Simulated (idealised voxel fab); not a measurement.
You're looking at the process module voxel quadruple lines.
Xsec cut, 290 nm wide, square cell size 5 nm.
Square cells in a grid make up a cross-section in this document, and the grid is given as bands, listed from the top down, each one or more rows of cells.
Top, bottom (nm), then materials left to right with widths (nm); lone material tagged "everywhere" fills the whole band edge to edge; "blank" = empty space.
Counting heights begins at 0, where everything beneath is, in the wafer as received, one material. The lowest band has no bottom; it goes on downwards, as "0 -> down" shows.
The two numbers in a width such as "30 to 40" mark its ends across the band: the first belongs to the top row of cells, the second to the bottom row, and from each row to the next the width moves by the same amount.
Where a step carries "remained unchanged", the cross-section came out of it unchanged, cell for cell.
"Unvented cavities" enumerates empty spaces isolated from the top, with no open way to it, that contain at least 8 cells, giving each as width x height at distance from the left edge, all three in nm.
On a step's line, text after the settings is the simulator commenting on that step.
overlay nm: right-of-plan distance of the mask on a masked step; negative values mean left-of-plan.
[Steps planned for the process]
| 1 | op RECEIVE | material Si |
| 2 | op CONFORMAL_DEP | material SiO2 | thk nm 10 |
| 3 | op DIRECTIONAL_DEP | material Ru | thk nm 10 |
| 4 | op DIRECTIONAL_DEP | material polySi | thk nm 15 |
| 5 | op DIRECTIONAL_DEP | material aC | thk nm 20 |
| 6 | op PATTERN | tone cover | mask id MANDREL | material resist | width nm 20 | thk nm 25 | overlay nm 0 |
| 7 | op DIRECTIONAL_ETCH | etch materials aC | depth nm 20 |
| 8 | op STRIP | etch materials resist |
| 9 | op CONFORMAL_DEP | material SiO2 | thk nm 10 |
| 10 | op DIRECTIONAL_ETCH | etch materials SiO2 | depth nm 10 |
| 11 | op STRIP | etch materials aC |
| 12 | op DIRECTIONAL_ETCH | etch materials polySi | depth nm 15 |
| 13 | op STRIP | etch materials SiO2 |
| 14 | op CONFORMAL_DEP | material SiCN | thk nm 5 |
| 15 | op DIRECTIONAL_ETCH | etch materials SiCN | depth nm 5 |
| 16 | op STRIP | etch materials polySi |
| 17 | op DIRECTIONAL_ETCH | etch materials Ru | depth nm 10 |
| 18 | op STRIP | etch materials SiCN |
| 19 | op FILL_DEP | material SiO2 | thk nm 10 |
| 20 | op CMP | height nm 20 |
[Received-state cross-section, reflecting completion of step 1]
> 0 -> down  Si everywhere
> Unvented cavities: none
[Cross-section, first of two wafers, end of module, run as planned]
> 20 -> 10  120 nm SiO2 | 5 nm Ru | 10 nm SiO2 | 5 nm Ru | 10 nm SiO2 | 5 nm Ru | 10 nm SiO2 | 5 nm Ru | 120 nm SiO2
> 10 -> 0  SiO2 everywhere
> 0 -> down  Si everywhere
> Unvented cavities: none
[Wafer two cross-section, module end. Start and plan unchanged from wafer one; one mistake made during the run]
> 20 -> 10  125 nm SiO2 | 10 nm Ru | 20 nm SiO2 | 10 nm Ru | 125 nm SiO2
> 10 -> 0  SiO2 everywhere
> 0 -> down  Si everywhere
> Unvented cavities: none
Which mistake was made when the wafer was run? so step 16 ended up running with a different setting than we planned, it ran as op STRIP | etch materials SiCN
Tallied in cells, the final second wafer holds each material in the same quantity as the first, although not at the same places.
